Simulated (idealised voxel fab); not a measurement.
This section sets out a process module, namely voxel self aligned vias.
Square cell edge 5 nm, section width 225 nm, ID cut.
How to read a cross-section here: the picture is a grid of square cells, written as bands going from the top down, and any band can span one or more rows of cells.
Each band's line starts with the height of the band's top and of its bottom, in nm. Then come its materials from left to right, each with its width in nm. One material with "full width" fills the band from edge to edge. "blank" is empty space.
For the purposes of this specification, 0 denotes the height below which the wafer in its as-received condition is composed wholly of one material, and the lowermost band, lacking a lower limit, extends downward without end, as expressed in "from 0 down".
So if you see something like "30->40" for the width, read it as the top row of the band sitting at the first number and the bottom row at the second, with every row in between moving by the same amount as the last.
No cell of the cross-section changed in a step that is given as "no change occurred".
Closed-off voids of 8+ cells (no open route to the top) go in "Closed void inventory", written width x height at distance from the left edge, in nm.
What comes after the settings on a step's line is commentary from the simulator itself on that step.
Each step line may optionally specify "overlay nm", which for a step with a mask gives the rightward distance between the mask's planned place and where it lay, a negative value indicating the leftward direction.
Below you will find pairs of cross-sections. In each, one shows the wafer before one process step and the other after it, with the after view ending at the lowest band that changed. Under each pair is the step separating them, along with its settings. Do not assume the pairs form a chain: they can come from different runs of this module on the same starting wafer, and a pair continues from the pair above it only when its "Pre-process state" entry says so.

-- Pre-process state
- from 0 down  Si full width
- Closed void inventory: none

-- Result of Step
- from 15 to 0  SiO2 full width
- All layers under 0 are left as they were.
- Closed void inventory: none
Which operation lies between the before and after views above? CONFORMAL_DEP, material SiO2, thk nm 15

Pre-process state: as in the pair right above, post-step view.

-- Result of Step
- from 20 to 15  SiCN full width
- All layers under 15 are left as they were.
- Closed void inventory: none
Which operation lies between the before and after views above? CONFORMAL_DEP, material SiCN, thk nm 5

Pre-process state: as in the pair right above, post-step view.

-- Result of Step
- from 50 to 20  SiO2 full width
- All layers under 20 are left as they were.
- Closed void inventory: none
Which operation lies between the before and after views above? DIRECTIONAL_DEP, material SiO2, thk nm 30

Pre-process state: as in the pair right above, post-step view.

-- Result of Step
- from 65 to 50  aC full width
- All layers under 50 are left as they were.
- Closed void inventory: none
Which operation lies between the before and after views above? DIRECTIONAL_DEP, material aC, thk nm 15

Pre-process state: as in the pair right above, post-step view.

-- Result of Step
- from 95 to 65  resist=75, blank=20, resist=35, blank=20, resist=75
- All layers under 65 are left as they were.
- Closed void inventory: none
Which operation lies between the before and after views above? PATTERN, tone open, mask id LINES, material resist, width nm 20, pitch nm 55, thk nm 30, overlay nm 0

Pre-process state: as in the pair right above, post-step view.

-- Result of Step
- from 80 to 65  resist=75, blank=20, resist=35, blank=20, resist=75
- from 65 to 50  aC=75, blank=20, aC=35, blank=20, aC=75
- All layers under 50 are left as they were.
- Closed void inventory: none
Which operation lies between the before and after views above? DIRECTIONAL_ETCH, etch materials aC, depth nm 15

Pre-process state: as in the pair right above, post-step view.

-- Result of Step
- from 65 to 50  aC=75, blank=20, aC=35, blank=20, aC=75
- All layers under 50 are left as they were.
- Closed void inventory: none
Which operation lies between the before and after views above? STRIP, etch materials resist

Pre-process state: as in the pair right above, post-step view.

-- Result of Step
- from 65 to 50  aC=75, blank=20, aC=35, blank=20, aC=75
- from 50 to 20  SiO2=75, blank=20, SiO2=35, blank=20, SiO2=75
- All layers under 20 are left as they were.
- Closed void inventory: none
Which operation lies between the before and after views above? DIRECTIONAL_ETCH, etch materials SiO2, depth nm 30

Pre-process state: as in the pair right above, post-step view.

-- Result of Step
- from 50 to 20  SiO2=75, blank=20, SiO2=35, blank=20, SiO2=75
- All layers under 20 are left as they were.
- Closed void inventory: none
Which operation lies between the before and after views above? STRIP, etch materials aC

Pre-process state: as in the pair right above, post-step view.

-- Result of Step
- from 55 to 50  TiN=80, blank=10, TiN=45, blank=10, TiN=80
- from 50 to 25  SiO2=75, TiN=5, blank=10, TiN=5, SiO2=35, TiN=5, blank=10, TiN=5, SiO2=75
- from 25 to 20  SiO2=75, TiN=20, SiO2=35, TiN=20, SiO2=75
- All layers under 20 are left as they were.
- Closed void inventory: none
Which operation lies between the before and after views above? CONFORMAL_DEP, material TiN, thk nm 5

Pre-process state: as in the pair right above, post-step view.

-- Result of Step
- from 60 to 55  Ru full width
- from 55 to 50  TiN=80, Ru=10, TiN=45, Ru=10, TiN=80
- from 50 to 25  SiO2=75, TiN=5, Ru=10, TiN=5, SiO2=35, TiN=5, Ru=10, TiN=5, SiO2=75
- All layers under 25 are left as they were.
- Closed void inventory: none
Which operation lies between the before and after views above? FILL_DEP, material Ru, thk nm 5

Pre-process state: as in the pair right above, post-step view.

-- Result of Step
- from 50 to 25  SiO2=75, TiN=5, Ru=10, TiN=5, SiO2=35, TiN=5, Ru=10, TiN=5, SiO2=75
- All layers under 25 are left as they were.
- Closed void inventory: none
Which operation lies between the before and after views above? CMP, height nm 50

Pre-process state: as in the pair right above, post-step view.

-- Result of Step
- from 50 to 45  SiO2=75, blank=20, SiO2=35, blank=20, SiO2=75
- All layers under 45 are left as they were.
- Closed void inventory: none
Which operation lies between the before and after views above? SELECTIVE_ETCH, etch materials W Ru TiN, depth nm 5

Pre-process state: as in the pair right above, post-step view.

-- Result of Step
- from 60 to 50  SiN full width
- from 50 to 45  SiO2=75, SiN=20, SiO2=35, SiN=20, SiO2=75
- All layers under 45 are left as they were.
- Closed void inventory: none
Which operation lies between the before and after views above? FILL_DEP, material SiN, thk nm 10

Pre-process state: as in the pair right above, post-step view.

-- Result of Step
- from 50 to 45  SiO2=75, SiN=20, SiO2=35, SiN=20, SiO2=75
- All layers under 45 are left as they were.
- Closed void inventory: none
Which operation lies between the before and after views above? CMP, height nm 50

Pre-process state: as in the pair right above, post-step view.

-- Result of Step
- from 65 to 50  SiO2 full width
- All layers under 50 are left as they were.
- Closed void inventory: none
Which operation lies between the before and after views above? DIRECTIONAL_DEP, material SiO2, thk nm 15

Pre-process state: as in the pair right above, post-step view.

-- Result of Step
- from 80 to 65  resist=65, blank=40, resist=15, blank=40, resist=65
- All layers under 65 are left as they were.
- Closed void inventory: none
Which operation lies between the before and after views above? PATTERN, tone open, mask id VIAS, material resist, width nm 40, pitch nm 55, thk nm 15, overlay nm 0

Pre-process state: as in the pair right above, post-step view.

-- Result of Step
- from 80 to 65  resist=65, blank=40, resist=15, blank=40, resist=65
- from 65 to 50  SiO2=65, blank=40, SiO2=15, blank=40, SiO2=65
- All layers under 50 are left as they were.
- Closed void inventory: none
Which operation lies between the before and after views above? DIRECTIONAL_ETCH, etch materials SiO2, depth nm 15

Pre-process state: as in the pair right above, post-step view.

-- Result of Step
- from 80 to 65  resist=65, blank=40, resist=15, blank=40, resist=65
- from 65 to 50  SiO2=65, blank=40, SiO2=15, blank=40, SiO2=65
- from 50 to 45  SiO2=75, blank=20, SiO2=35, blank=20, SiO2=75
- All layers under 45 are left as they were.
- Closed void inventory: none
Which operation lies between the before and after views above? DIRECTIONAL_ETCH, etch materials SiN, depth nm 5

Pre-process state: as in the pair right above, post-step view.

-- Result of Step
- from 65 to 50  SiO2=65, blank=40, SiO2=15, blank=40, SiO2=65
- All layers under 50 are left as they were.
- Closed void inventory: none
Which operation lies between the before and after views above? STRIP, etch materials resist

Pre-process state: as in the pair right above, post-step view.

-- Result of Step
- from 70 to 65  TiN=70, blank=30, TiN=25, blank=30, TiN=70
- from 65 to 55  SiO2=65, TiN=5, blank=30, TiN=5, SiO2=15, TiN=5, blank=30, TiN=5, SiO2=65
- from 55 to 50  SiO2=65, TiN=15, blank=10, TiN=15, SiO2=15, TiN=15, blank=10, TiN=15, SiO2=65
- from 50 to 45  SiO2=75, TiN=20, SiO2=35, TiN=20, SiO2=75
- All layers under 45 are left as they were.
- Closed void inventory: none
Which operation lies between the before and after views above? CONFORMAL_DEP, material TiN, thk nm 5

Pre-process state: as in the pair right above, post-step view.

-- Result of Step
- from 75 to 70  Cu full width
- from 70 to 65  TiN=70, Cu=30, TiN=25, Cu=30, TiN=70
- from 65 to 55  SiO2=65, TiN=5, Cu=30, TiN=5, SiO2=15, TiN=5, Cu=30, TiN=5, SiO2=65
- from 55 to 50  SiO2=65, TiN=15, Cu=10, TiN=15, SiO2=15, TiN=15, Cu=10, TiN=15, SiO2=65
- All layers under 50 are left as they were.
- Closed void inventory: none
Which operation lies between the before and after views above? FILL_DEP, material Cu, thk nm 5

Pre-process state: as in the pair right above, post-step view.

-- Result of Step
- from 65 to 55  SiO2=65, TiN=5, Cu=30, TiN=5, SiO2=15, TiN=5, Cu=30, TiN=5, SiO2=65
- All layers under 55 are left as they were.
- Closed void inventory: none
Which operation lies between the before and after views above? CMP, height nm 65

Pre-process state: as in the pair right above, post-step view.

-- Result of Step
- from 70 to 65  SiN full width
- All layers under 65 are left as they were.
- Closed void inventory: none
Which operation lies between the before and after views above? CONFORMAL_DEP, material SiN, thk nm 5

-- Pre-process state
- from 15 to 0  SiO2 full width
- from 0 down  Si full width
- Closed void inventory: none

-- Result of Step
- from 45 to 0  SiO2 full width
- All layers under 0 are left as they were.
- Closed void inventory: none
Which operation lies between the before and after views above? DIRECTIONAL_DEP, material SiO2, thk nm 30

Pre-process state: as in the pair right above, post-step view.

-- Result of Step
- from 60 to 45  aC full width
- All layers under 45 are left as they were.
- Closed void inventory: none
Which operation lies between the before and after views above? DIRECTIONAL_DEP, material aC, thk nm 15

Pre-process state: as in the pair right above, post-step view.

-- Result of Step
- from 90 to 60  resist=75, blank=20, resist=35, blank=20, resist=75
- All layers under 60 are left as they were.
- Closed void inventory: none
Which operation lies between the before and after views above? PATTERN, tone open, mask id LINES, material resist, width nm 20, pitch nm 55, thk nm 30, overlay nm 0

Pre-process state: as in the pair right above, post-step view.

-- Result of Step
- from 75 to 60  resist=75, blank=20, resist=35, blank=20, resist=75
- from 60 to 45  aC=75, blank=20, aC=35, blank=20, aC=75
- All layers under 45 are left as they were.
- Closed void inventory: none
Which operation lies between the before and after views above? DIRECTIONAL_ETCH, etch materials aC, depth nm 15

Pre-process state: as in the pair right above, post-step view.

-- Result of Step
- from 60 to 45  aC=75, blank=20, aC=35, blank=20, aC=75
- All layers under 45 are left as they were.
- Closed void inventory: none
Which operation lies between the before and after views above? STRIP, etch materials resist

Pre-process state: as in the pair right above, post-step view.

-- Result of Step
- from 60 to 45  aC=75, blank=20, aC=35, blank=20, aC=75
- from 45 to 15  SiO2=75, blank=20, SiO2=35, blank=20, SiO2=75
- All layers under 15 are left as they were.
- Closed void inventory: none
Which operation lies between the before and after views above? DIRECTIONAL_ETCH, etch materials SiO2, depth nm 30

Pre-process state: as in the pair right above, post-step view.

-- Result of Step
- from 45 to 15  SiO2=75, blank=20, SiO2=35, blank=20, SiO2=75
- All layers under 15 are left as they were.
- Closed void inventory: none
Which operation lies between the before and after views above? STRIP, etch materials aC

Pre-process state: as in the pair right above, post-step view.

-- Result of Step
- from 50 to 45  TiN=80, blank=10, TiN=45, blank=10, TiN=80
- from 45 to 20  SiO2=75, TiN=5, blank=10, TiN=5, SiO2=35, TiN=5, blank=10, TiN=5, SiO2=75
- from 20 to 15  SiO2=75, TiN=20, SiO2=35, TiN=20, SiO2=75
- All layers under 15 are left as they were.
- Closed void inventory: none
Which operation lies between the before and after views above? CONFORMAL_DEP, material TiN, thk nm 5

Pre-process state: as in the pair right above, post-step view.

-- Result of Step
- from 55 to 50  Ru full width
- from 50 to 45  TiN=80, Ru=10, TiN=45, Ru=10, TiN=80
- from 45 to 20  SiO2=75, TiN=5, Ru=10, TiN=5, SiO2=35, TiN=5, Ru=10, TiN=5, SiO2=75
- All layers under 20 are left as they were.
- Closed void inventory: none
Which operation lies between the before and after views above? FILL_DEP, material Ru, thk nm 5

Pre-process state: as in the pair right above, post-step view.

-- Result of Step
- from 50 to 45  TiN=80, Ru=10, TiN=45, Ru=10, TiN=80
- All layers under 45 are left as they were.
- Closed void inventory: none
Which operation lies between the before and after views above? CMP, height nm 50

Pre-process state: as in the pair right above, post-step view.

-- Result of Step
- from 45 to 20  SiO2=75, TiN=5, Ru=10, TiN=5, SiO2=35, TiN=5, Ru=10, TiN=5, SiO2=75
- All layers under 20 are left as they were.
- Closed void inventory: none
Which operation lies between the before and after views above? SELECTIVE_ETCH, etch materials W Ru TiN, depth nm 5

Pre-process state: as in the pair right above, post-step view.

-- Result of Step
- from 55 to 45  SiN full width
- All layers under 45 are left as they were.
- Closed void inventory: none
Which operation lies between the before and after views above? FILL_DEP, material SiN, thk nm 10

Pre-process state: as in the pair right above, post-step view.

-- Result of Step
- from 50 to 45  SiN full width
- All layers under 45 are left as they were.
- Closed void inventory: none
Which operation lies between the before and after views above? CMP, height nm 50

Pre-process state: as in the pair right above, post-step view.

-- Result of Step
- from 65 to 50  SiO2 full width
- All layers under 50 are left as they were.
- Closed void inventory: none
Which operation lies between the before and after views above? DIRECTIONAL_DEP, material SiO2, thk nm 15

Pre-process state: as in the pair right above, post-step view.

-- Result of Step
- from 80 to 65  resist=65, blank=40, resist=15, blank=40, resist=65
- All layers under 65 are left as they were.
- Closed void inventory: none
Which operation lies between the before and after views above? PATTERN, tone open, mask id VIAS, material resist, width nm 40, pitch nm 55, thk nm 15, overlay nm 0

Pre-process state: as in the pair right above, post-step view.

-- Result of Step
- from 80 to 65  resist=65, blank=40, resist=15, blank=40, resist=65
- from 65 to 50  SiO2=65, blank=40, SiO2=15, blank=40, SiO2=65
- All layers under 50 are left as they were.
- Closed void inventory: none
Which operation lies between the before and after views above? DIRECTIONAL_ETCH, etch materials SiO2, depth nm 15

Pre-process state: as in the pair right above, post-step view.

-- Result of Step
- from 80 to 65  resist=65, blank=40, resist=15, blank=40, resist=65
- from 65 to 50  SiO2=65, blank=40, SiO2=15, blank=40, SiO2=65
- from 50 to 45  SiN=65, blank=40, SiN=15, blank=40, SiN=65
- All layers under 45 are left as they were.
- Closed void inventory: none
Which operation lies between the before and after views above? DIRECTIONAL_ETCH, etch materials SiN, depth nm 5

Pre-process state: as in the pair right above, post-step view.

-- Result of Step
- from 65 to 50  SiO2=65, blank=40, SiO2=15, blank=40, SiO2=65
- All layers under 50 are left as they were.
- Closed void inventory: none
Which operation lies between the before and after views above? STRIP, etch materials resist

Pre-process state: as in the pair right above, post-step view.

-- Result of Step
- from 70 to 65  TiN=70, blank=30, TiN=25, blank=30, TiN=70
- from 65 to 50  SiO2=65, TiN=5, blank=30, TiN=5, SiO2=15, TiN=5, blank=30, TiN=5, SiO2=65
- from 50 to 45  SiN=65, TiN=40, SiN=15, TiN=40, SiN=65
- All layers under 45 are left as they were.
- Closed void inventory: none
Which operation lies between the before and after views above? CONFORMAL_DEP, material TiN, thk nm 5

Pre-process state: as in the pair right above, post-step view.

-- Result of Step
- from 75 to 70  Cu full width
- from 70 to 65  TiN=70, Cu=30, TiN=25, Cu=30, TiN=70
- from 65 to 50  SiO2=65, TiN=5, Cu=30, TiN=5, SiO2=15, TiN=5, Cu=30, TiN=5, SiO2=65
- All layers under 50 are left as they were.
- Closed void inventory: none
Which operation lies between the before and after views above? FILL_DEP, material Cu, thk nm 5

Pre-process state: as in the pair right above, post-step view.

-- Result of Step
- from 65 to 50  SiO2=65, TiN=5, Cu=30, TiN=5, SiO2=15, TiN=5, Cu=30, TiN=5, SiO2=65
- All layers under 50 are left as they were.
- Closed void inventory: none
Which operation lies between the before and after views above? CMP, height nm 65

Pre-process state: as in the pair right above, post-step view.

-- Result of Step
- from 70 to 65  SiN full width
- All layers under 65 are left as they were.
- Closed void inventory: none
Which operation lies between the before and after views above? CONFORMAL_DEP, material SiN, thk nm 5

-- Pre-process state
- from 80 to 65  resist=65, blank=40, resist=15, blank=40, resist=65
- from 65 to 50  SiO2=65, blank=40, SiO2=15, blank=40, SiO2=65
- from 50 to 45  SiO2=75, SiN=20, SiO2=35, SiN=20, SiO2=75
- from 45 to 25  SiO2=75, TiN=5, Ru=10, TiN=5, SiO2=35, TiN=5, Ru=10, TiN=5, SiO2=75
- from 25 to 20  SiO2=75, TiN=20, SiO2=35, TiN=20, SiO2=75
- from 20 to 15  SiCN full width
- from 15 to 0  SiO2 full width
- from 0 down  Si full width
- Closed void inventory: none

-- Result of Step
- from 80 to 65  resist=65, blank=40, resist=15, blank=40, resist=65
- from 65 to 50  SiO2=65, blank=40, SiO2=15, blank=40, SiO2=65
- from 50 to 45  SiO2=65, blank=10, SiN=20, blank=10, SiO2=15, blank=10, SiN=20, blank=10, SiO2=65
- from 45 to 35  SiO2=65, blank=10, TiN=5, Ru=10, TiN=5, blank=10, SiO2=15, blank=10, TiN=5, Ru=10, TiN=5, blank=10, SiO2=65
- All layers under 35 are left as they were.
- Closed void inventory: none
Which operation lies between the before and after views above? DIRECTIONAL_ETCH, etch materials SiO2, depth nm 15

Pre-process state: as in the pair right above, post-step view.

-- Result of Step
- from 80 to 65  resist=65, blank=40, resist=15, blank=40, resist=65
- from 65 to 45  SiO2=65, blank=40, SiO2=15, blank=40, SiO2=65
- All layers under 45 are left as they were.
- Closed void inventory: none
Which operation lies between the before and after views above? DIRECTIONAL_ETCH, etch materials SiN, depth nm 5

Pre-process state: as in the pair right above, post-step view.

-- Result of Step
- from 65 to 45  SiO2=65, blank=40, SiO2=15, blank=40, SiO2=65
- All layers under 45 are left as they were.
- Closed void inventory: none
Which operation lies between the before and after views above? STRIP, etch materials resist

Pre-process state: as in the pair right above, post-step view.

-- Result of Step
- from 70 to 65  TiN=70, blank=30, TiN=25, blank=30, TiN=70
- from 65 to 50  SiO2=65, TiN=5, blank=30, TiN=5, SiO2=15, TiN=5, blank=30, TiN=5, SiO2=65
- from 50 to 45  SiO2=65, TiN=40, SiO2=15, TiN=40, SiO2=65
- from 45 to 35  SiO2=65, TiN=15, Ru=10, TiN=15, SiO2=15, TiN=15, Ru=10, TiN=15, SiO2=65
- All layers under 35 are left as they were.
- Closed void inventory: none
Which operation lies between the before and after views above? CONFORMAL_DEP, material TiN, thk nm 5

Pre-process state: as in the pair right above, post-step view.

-- Result of Step
- from 75 to 70  Cu full width
- from 70 to 65  TiN=70, Cu=30, TiN=25, Cu=30, TiN=70
- from 65 to 50  SiO2=65, TiN=5, Cu=30, TiN=5, SiO2=15, TiN=5, Cu=30, TiN=5, SiO2=65
- All layers under 50 are left as they were.
- Closed void inventory: none
Which operation lies between the before and after views above? FILL_DEP, material Cu, thk nm 5

Pre-process state: as in the pair right above, post-step view.

-- Result of Step
- from 65 to 50  SiO2=65, TiN=5, Cu=30, TiN=5, SiO2=15, TiN=5, Cu=30, TiN=5, SiO2=65
- All layers under 50 are left as they were.
- Closed void inventory: none
Which operation lies between the before and after views above? CMP, height nm 65

Pre-process state: as in the pair right above, post-step view.

-- Result of Step
- from 70 to 65  SiN full width
- All layers under 65 are left as they were.
- Closed void inventory: none
Which operation lies between the before and after views above? CONFORMAL_DEP, material SiN, thk nm 5

-- Pre-process state
- from 45 to 0  SiO2 full width
- from 0 down  Si full width
- Closed void inventory: none

-- Result of Step
- from 50 to 45  SiCN full width
- All layers under 45 are left as they were.
- Closed void inventory: none
Which operation lies between the before and after views above? CONFORMAL_DEP, material SiCN, thk nm 5

Pre-process state: as in the pair right above, post-step view.

-- Result of Step
- from 65 to 50  aC full width
- All layers under 50 are left as they were.
- Closed void inventory: none
Which operation lies between the before and after views above? DIRECTIONAL_DEP, material aC, thk nm 15

Pre-process state: as in the pair right above, post-step view.

-- Result of Step
- from 95 to 65  resist=75, blank=20, resist=35, blank=20, resist=75
- All layers under 65 are left as they were.
- Closed void inventory: none
Which operation lies between the before and after views above? PATTERN, tone open, mask id LINES, material resist, width nm 20, pitch nm 55, thk nm 30, overlay nm 0

Pre-process state: as in the pair right above, post-step view.

-- Result of Step
- from 80 to 65  resist=75, blank=20, resist=35, blank=20, resist=75
- from 65 to 50  aC=75, blank=20, aC=35, blank=20, aC=75
- All layers under 50 are left as they were.
- Closed void inventory: none
Which operation lies between the before and after views above? DIRECTIONAL_ETCH, etch materials aC, depth nm 15

Pre-process state: as in the pair right above, post-step view.

-- Result of Step
- from 65 to 50  aC=75, blank=20, aC=35, blank=20, aC=75
- All layers under 50 are left as they were.
- Closed void inventory: none
Which operation lies between the before and after views above? STRIP, etch materials resist

Pre-process state: as in the pair right above, post-step view.

-- Result of Step
- from 50 to 45  SiCN full width
- All layers under 45 are left as they were.
- Closed void inventory: none
Which operation lies between the before and after views above? STRIP, etch materials aC

Pre-process state: as in the pair right above, post-step view.

-- Result of Step
- from 55 to 50  TiN full width
- All layers under 50 are left as they were.
- Closed void inventory: none
Which operation lies between the before and after views above? CONFORMAL_DEP, material TiN, thk nm 5

Pre-process state: as in the pair right above, post-step view.

-- Result of Step
- from 60 to 55  Ru full width
- All layers under 55 are left as they were.
- Closed void inventory: none
Which operation lies between the before and after views above? FILL_DEP, material Ru, thk nm 5

Pre-process state: as in the pair right above, post-step view.

-- Result of Step
- from 50 to 45  SiCN full width
- All layers under 45 are left as they were.
- Closed void inventory: none
Which operation lies between the before and after views above? CMP, height nm 50

Pre-process state: as in the pair right above, post-step view.

-- Result of Step
- from 60 to 50  SiN full width
- All layers under 50 are left as they were.
- Closed void inventory: none
Which operation lies between the before and after views above? FILL_DEP, material SiN, thk nm 10

Pre-process state: as in the pair right above, post-step view.

-- Result of Step
- from 50 to 45  SiCN full width
- All layers under 45 are left as they were.
- Closed void inventory: none
Which operation lies between the before and after views above? CMP, height nm 50

Pre-process state: as in the pair right above, post-step view.

-- Result of Step
- from 65 to 50  SiO2 full width
- All layers under 50 are left as they were.
- Closed void inventory: none
Which operation lies between the before and after views above? DIRECTIONAL_DEP, material SiO2, thk nm 15

Pre-process state: as in the pair right above, post-step view.

-- Result of Step
- from 80 to 65  resist=65, blank=40, resist=15, blank=40, resist=65
- All layers under 65 are left as they were.
- Closed void inventory: none
Which operation lies between the before and after views above? PATTERN, tone open, mask id VIAS, material resist, width nm 40, pitch nm 55, thk nm 15, overlay nm 0

Pre-process state: as in the pair right above, post-step view.

-- Result of Step
- from 80 to 65  resist=65, blank=40, resist=15, blank=40, resist=65
- from 65 to 50  SiO2=65, blank=40, SiO2=15, blank=40, SiO2=65
- All layers under 50 are left as they were.
- Closed void inventory: none
Which operation lies between the before and after views above? DIRECTIONAL_ETCH, etch materials SiO2, depth nm 15

Pre-process state: as in the pair right above, post-step view.

-- Result of Step
- from 65 to 50  SiO2=65, blank=40, SiO2=15, blank=40, SiO2=65
- All layers under 50 are left as they were.
- Closed void inventory: none
Which operation lies between the before and after views above? STRIP, etch materials resist

Pre-process state: as in the pair right above, post-step view.

-- Result of Step
- from 70 to 65  TiN=70, blank=30, TiN=25, blank=30, TiN=70
- from 65 to 55  SiO2=65, TiN=5, blank=30, TiN=5, SiO2=15, TiN=5, blank=30, TiN=5, SiO2=65
- from 55 to 50  SiO2=65, TiN=40, SiO2=15, TiN=40, SiO2=65
- All layers under 50 are left as they were.
- Closed void inventory: none
Which operation lies between the before and after views above? CONFORMAL_DEP, material TiN, thk nm 5

Pre-process state: as in the pair right above, post-step view.

-- Result of Step
- from 75 to 70  Cu full width
- from 70 to 65  TiN=70, Cu=30, TiN=25, Cu=30, TiN=70
- from 65 to 55  SiO2=65, TiN=5, Cu=30, TiN=5, SiO2=15, TiN=5, Cu=30, TiN=5, SiO2=65
- All layers under 55 are left as they were.
- Closed void inventory: none
Which operation lies between the before and after views above? FILL_DEP, material Cu, thk nm 5

Pre-process state: as in the pair right above, post-step view.

-- Result of Step
- from 65 to 55  SiO2=65, TiN=5, Cu=30, TiN=5, SiO2=15, TiN=5, Cu=30, TiN=5, SiO2=65
- All layers under 55 are left as they were.
- Closed void inventory: none
Which operation lies between the before and after views above? CMP, height nm 65

Pre-process state: as in the pair right above, post-step view.

-- Result of Step
- from 70 to 65  SiN full width
- All layers under 65 are left as they were.
- Closed void inventory: none
Which operation lies between the before and after views above? CONFORMAL_DEP, material SiN, thk nm 5

-- Pre-process state
- from 60 to 50  SiN full width
- from 50 to 45  SiO2=75, SiN=20, SiO2=35, SiN=20, SiO2=75
- from 45 to 25  SiO2=75, TiN=5, Ru=10, TiN=5, SiO2=35, TiN=5, Ru=10, TiN=5, SiO2=75
- from 25 to 20  SiO2=75, TiN=20, SiO2=35, TiN=20, SiO2=75
- from 20 to 15  SiCN full width
- from 15 to 0  SiO2 full width
- from 0 down  Si full width
- Closed void inventory: none

-- Result of Step
- from 55 to 50  SiN full width
- All layers under 50 are left as they were.
- Closed void inventory: none
Which operation lies between the before and after views above? CMP, height nm 55

Pre-process state: as in the pair right above, post-step view.

-- Result of Step
- from 70 to 55  SiO2 full width
- All layers under 55 are left as they were.
- Closed void inventory: none
Which operation lies between the before and after views above? DIRECTIONAL_DEP, material SiO2, thk nm 15

Pre-process state: as in the pair right above, post-step view.

-- Result of Step
- from 85 to 70  resist=65, blank=40, resist=15, blank=40, resist=65
- All layers under 70 are left as they were.
- Closed void inventory: none
Which operation lies between the before and after views above? PATTERN, tone open, mask id VIAS, material resist, width nm 40, pitch nm 55, thk nm 15, overlay nm 0

Pre-process state: as in the pair right above, post-step view.

-- Result of Step
- from 85 to 70  resist=65, blank=40, resist=15, blank=40, resist=65
- from 70 to 55  SiO2=65, blank=40, SiO2=15, blank=40, SiO2=65
- All layers under 55 are left as they were.
- Closed void inventory: none
Which operation lies between the before and after views above? DIRECTIONAL_ETCH, etch materials SiO2, depth nm 15

Pre-process state: as in the pair right above, post-step view.

-- Result of Step
- from 85 to 70  resist=65, blank=40, resist=15, blank=40, resist=65
- from 70 to 55  SiO2=65, blank=40, SiO2=15, blank=40, SiO2=65
- from 55 to 50  SiN=65, blank=40, SiN=15, blank=40, SiN=65
- All layers under 50 are left as they were.
- Closed void inventory: none
Which operation lies between the before and after views above? DIRECTIONAL_ETCH, etch materials SiN, depth nm 5

Pre-process state: as in the pair right above, post-step view.

-- Result of Step
- from 70 to 55  SiO2=65, blank=40, SiO2=15, blank=40, SiO2=65
- All layers under 55 are left as they were.
- Closed void inventory: none
Which operation lies between the before and after views above? STRIP, etch materials resist

Pre-process state: as in the pair right above, post-step view.

-- Result of Step
- from 75 to 70  TiN=70, blank=30, TiN=25, blank=30, TiN=70
- from 70 to 55  SiO2=65, TiN=5, blank=30, TiN=5, SiO2=15, TiN=5, blank=30, TiN=5, SiO2=65
- from 55 to 50  SiN=65, TiN=40, SiN=15, TiN=40, SiN=65
- All layers under 50 are left as they were.
- Closed void inventory: none
Which operation lies between the before and after views above? CONFORMAL_DEP, material TiN, thk nm 5

Pre-process state: as in the pair right above, post-step view.

-- Result of Step
- from 80 to 75  Cu full width
- from 75 to 70  TiN=70, Cu=30, TiN=25, Cu=30, TiN=70
- from 70 to 55  SiO2=65, TiN=5, Cu=30, TiN=5, SiO2=15, TiN=5, Cu=30, TiN=5, SiO2=65
- All layers under 55 are left as they were.
- Closed void inventory: none
Which operation lies between the before and after views above? FILL_DEP, material Cu, thk nm 5

Pre-process state: as in the pair right above, post-step view.

-- Result of Step
- from 65 to 55  SiO2=65, TiN=5, Cu=30, TiN=5, SiO2=15, TiN=5, Cu=30, TiN=5, SiO2=65
- All layers under 55 are left as they were.
- Closed void inventory: none
Which operation lies between the before and after views above? CMP, height nm 65

Pre-process state: as in the pair right above, post-step view.

-- Result of Step
- from 70 to 65  SiN full width
- All layers under 65 are left as they were.
- Closed void inventory: none
Which operation lies between the before and after views above? CONFORMAL_DEP, material SiN, thk nm 5

-- Pre-process state
- from 65 to 50  SiO2 full width
- from 50 to 45  SiO2=75, SiN=20, SiO2=35, SiN=20, SiO2=75
- from 45 to 25  SiO2=75, TiN=5, Ru=10, TiN=5, SiO2=35, TiN=5, Ru=10, TiN=5, SiO2=75
- from 25 to 20  SiO2=75, TiN=20, SiO2=35, TiN=20, SiO2=75
- from 20 to 15  SiCN full width
- from 15 to 0  SiO2 full width
- from 0 down  Si full width
- Closed void inventory: none

-- Result of Step
- from 80 to 65  resist=70, blank=35, resist=20, blank=35, resist=65
- All layers under 65 are left as they were.
- Closed void inventory: none
Which operation lies between the before and after views above? PATTERN, tone open, mask id VIAS, material resist, width nm 35, pitch nm 55, thk nm 15, overlay nm 0

Pre-process state: as in the pair right above, post-step view.

-- Result of Step
- from 80 to 65  resist=70, blank=35, resist=20, blank=35, resist=65
- from 65 to 50  SiO2=70, blank=35, SiO2=20, blank=35, SiO2=65
- All layers under 50 are left as they were.
- Closed void inventory: none
Which operation lies between the before and after views above? DIRECTIONAL_ETCH, etch materials SiO2, depth nm 15

Pre-process state: as in the pair right above, post-step view.

-- Result of Step
- from 80 to 65  resist=70, blank=35, resist=20, blank=35, resist=65
- from 65 to 50  SiO2=70, blank=35, SiO2=20, blank=35, SiO2=65
- from 50 to 45  SiO2=75, blank=20, SiO2=35, blank=20, SiO2=75
- All layers under 45 are left as they were.
- Closed void inventory: none
Which operation lies between the before and after views above? DIRECTIONAL_ETCH, etch materials SiN, depth nm 5

Pre-process state: as in the pair right above, post-step view.

-- Result of Step
- from 65 to 50  SiO2=70, blank=35, SiO2=20, blank=35, SiO2=65
- All layers under 50 are left as they were.
- Closed void inventory: none
Which operation lies between the before and after views above? STRIP, etch materials resist

Pre-process state: as in the pair right above, post-step view.

-- Result of Step
- from 70 to 65  TiN=75, blank=25, TiN=30, blank=25, TiN=70
- from 65 to 55  SiO2=70, TiN=5, blank=25, TiN=5, SiO2=20, TiN=5, blank=25, TiN=5, SiO2=65
- from 55 to 50  SiO2=70, TiN=10, blank=10, TiN=15, SiO2=20, TiN=10, blank=10, TiN=15, SiO2=65
- from 50 to 45  SiO2=75, TiN=20, SiO2=35, TiN=20, SiO2=75
- All layers under 45 are left as they were.
- Closed void inventory: none
Which operation lies between the before and after views above? CONFORMAL_DEP, material TiN, thk nm 5

Pre-process state: as in the pair right above, post-step view.

-- Result of Step
- from 75 to 70  Cu full width
- from 70 to 65  TiN=75, Cu=25, TiN=30, Cu=25, TiN=70
- from 65 to 55  SiO2=70, TiN=5, Cu=25, TiN=5, SiO2=20, TiN=5, Cu=25, TiN=5, SiO2=65
- from 55 to 50  SiO2=70, TiN=10, Cu=10, TiN=15, SiO2=20, TiN=10, Cu=10, TiN=15, SiO2=65
- All layers under 50 are left as they were.
- Closed void inventory: none
Which operation lies between the before and after views above? FILL_DEP, material Cu, thk nm 5
